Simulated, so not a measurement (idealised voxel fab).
Process module heading - voxel ribs on slabs
The figure presents cross-section cut, which has a width of 230 nm and is divided into square cells with an edge length of 5 nm.
Think of the cross-section as a grid of square cells. We describe it in bands, top to bottom, and each band covers one or more rows of those cells. Within each band entry, the heights of the top and of the bottom of the band appear first, in that order and in nm; the materials of the band then follow from left to right, each with its corresponding width in nm. The designation "full width" on a single material indicates that it fills the band from edge to edge; the designation "empty" indicates empty space. The reference from which all heights are counted is 0, the level beneath which the as-received wafer is entirely one material; the lowest band, having no lower bound, proceeds downward and is written after the example "z 0 and below". Width "30..40": first value at the band's top row of cells, second value at its bottom row, equal change from row to row. "all unchanged" -> step changed no cross-section cell. Heads up: "Trapped cavities" only lists the empty pockets with no open path to the top that are 8 cells or more, and it writes them as width x height at distance, distance from the left edge, in nm. The remark found on a step's line after its settings is issued by the simulator itself and pertains to that step. Regarding "overlay nm": on a step with a mask, it is the distance the mask lay to the right of its planned place; a negative value places it to the left.

[These are the steps we planned for the process]
1: RECEIVE,material Si
2: DIRECTIONAL_DEP,material SiO2,thk nm 25
3: DIRECTIONAL_DEP,material polySi,thk nm 15
4: PATTERN,tone cover,mask id RIB,material resist,width nm 25,thk nm 15,overlay nm 0
5: DIRECTIONAL_ETCH,etch materials polySi,depth nm 10
6: STRIP,etch materials resist
7: DIRECTIONAL_DEP,material aC,thk nm 15
8: PATTERN,tone cover,mask id SLAB,material resist,width nm 85,thk nm 30,overlay nm 0
9: DIRECTIONAL_ETCH,etch materials aC,depth nm 15
10: STRIP,etch materials resist
11: DIRECTIONAL_ETCH,etch materials polySi,depth nm 5
12: STRIP,etch materials aC
13: FILL_DEP,material SiO2,thk nm 20
14: CMP,height nm 50
15: DIRECTIONAL_DEP,material TiN,thk nm 10
16: PATTERN,tone cover,mask id HEATER,material resist,width nm 35,thk nm 15,overlay nm 0
17: DIRECTIONAL_ETCH,etch materials TiN,depth nm 10
18: STRIP,etch materials resist
19: CONFORMAL_DEP,material SiN,thk nm 10

[Shown in cross-section is the wafer as received, that is, as it stands after step 1]
> z 0 and below = Si full width
> Trapped cavities: none

[Final wafer profile in cross-section after the module, from the same start and plan as above, with one mistake made during processing]
> z 70 to 60 = empty (85)  SiN (55)  empty (90)
> z 60 to 50 = SiN (95)  TiN (35)  SiN (100)
> z 50 to 35 = SiO2 full width
> z 35 to 25 = SiO2 (100..70)  polySi (25..85)  SiO2 (105..75)
> z 25 to 0 = SiO2 full width
> z 0 and below = Si full width
> Trapped cavities: none
Heads up, the wafer didn't run the way we planned it: order of steps 6 and 7 inverted relative to the plan
